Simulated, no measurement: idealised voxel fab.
A process module follows: voxel tone inversion.
For reference, the cross-section in this document is cut, with width 290 nm and square cells of 5 nm.
Think of the cross-section as a grid of square cells. We describe it in bands, top to bottom, and each band covers one or more rows of those cells.
Look at the band entry: it leads with the top's height and the bottom's height in nm. Then it lists the materials left to right, with a width in nm for each. The word "everywhere" on a single material says that material fills the band edge to edge. The word "air" is empty space.
Ref level 0: as-received wafer is one material below here. Bottom band extends down with no lower bound ("from 0 down").
With a width like "30 to 40", each row of cells in the band differs from the next by the same amount, the top row carrying the first number and the bottom row the second.
You'll sometimes find "remained the same" written for a step, and that's the way of saying that nowhere in the cross-section did a cell change during that step.
Listed in "Unvented voids": every empty space of 8 or more cells without an open way to the top. Form: width x height at distance, the distance being from the left edge, all in nm.
It should be noted that, on the line of a given step, the content following the step's settings is a remark produced by the simulator itself with respect to that step.
overlay nm: where the mask lay relative to plan, measured to the right, on steps with a mask; negatives go left.

Below is the list of planned process steps:
1 RECEIVE [material Si]
2 CONFORMAL_DEP [material SiCN] [thk nm 10]
3 DIRECTIONAL_DEP [material polySi] [thk nm 15]
4 PATTERN [tone cover] [mask id POSTS] [material resist] [width nm 20] [pitch nm 50] [thk nm 20] [overlay nm 0]
5 DIRECTIONAL_ETCH [etch materials polySi] [depth nm 15]
6 STRIP [etch materials resist]
7 FILL_DEP [material lowk] [thk nm 10]
8 CMP [height nm 25]
9 STRIP [etch materials polySi]
10 CONFORMAL_DEP [material TiN] [thk nm 5]
11 FILL_DEP [material W] [thk nm 10]
12 CMP [height nm 25]
13 CONFORMAL_DEP [material SiN] [thk nm 5]

Here's what the wafer looked like in cross-section when it arrived - that's after step 1:
* from 0 down: Si everywhere
* Unvented voids: none

End-of-module cross-section of the first of two wafers, processed as planned:
* from 30 to 25: SiN everywhere
* from 25 to 15: lowk 110; TiN 5; W 10; TiN 5; lowk 30; TiN 5; W 10; TiN 5; lowk 110
* from 15 to 10: lowk 110; TiN 20; lowk 30; TiN 20; lowk 110
* from 10 to 0: SiCN everywhere
* from 0 down: Si everywhere
* Unvented voids: none

Wafer two (of two), end-of-module cross-section: start = wafer one, plan = wafer one, one run mistake:
* from 30 to 25: SiN everywhere
* from 25 to 15: lowk everywhere
* from 15 to 0: lowk 110; polySi 20; lowk 30; polySi 20; lowk 110
* from 0 down: Si everywhere
* Unvented voids: none
What went wrong in running the wafer? step 2 of the plan was excluded from execution and never run
Final wafer comparison in cells, second versus first, more or fewer per material: SiCN -116; TiN -16; W -8; lowk +116; polySi +24
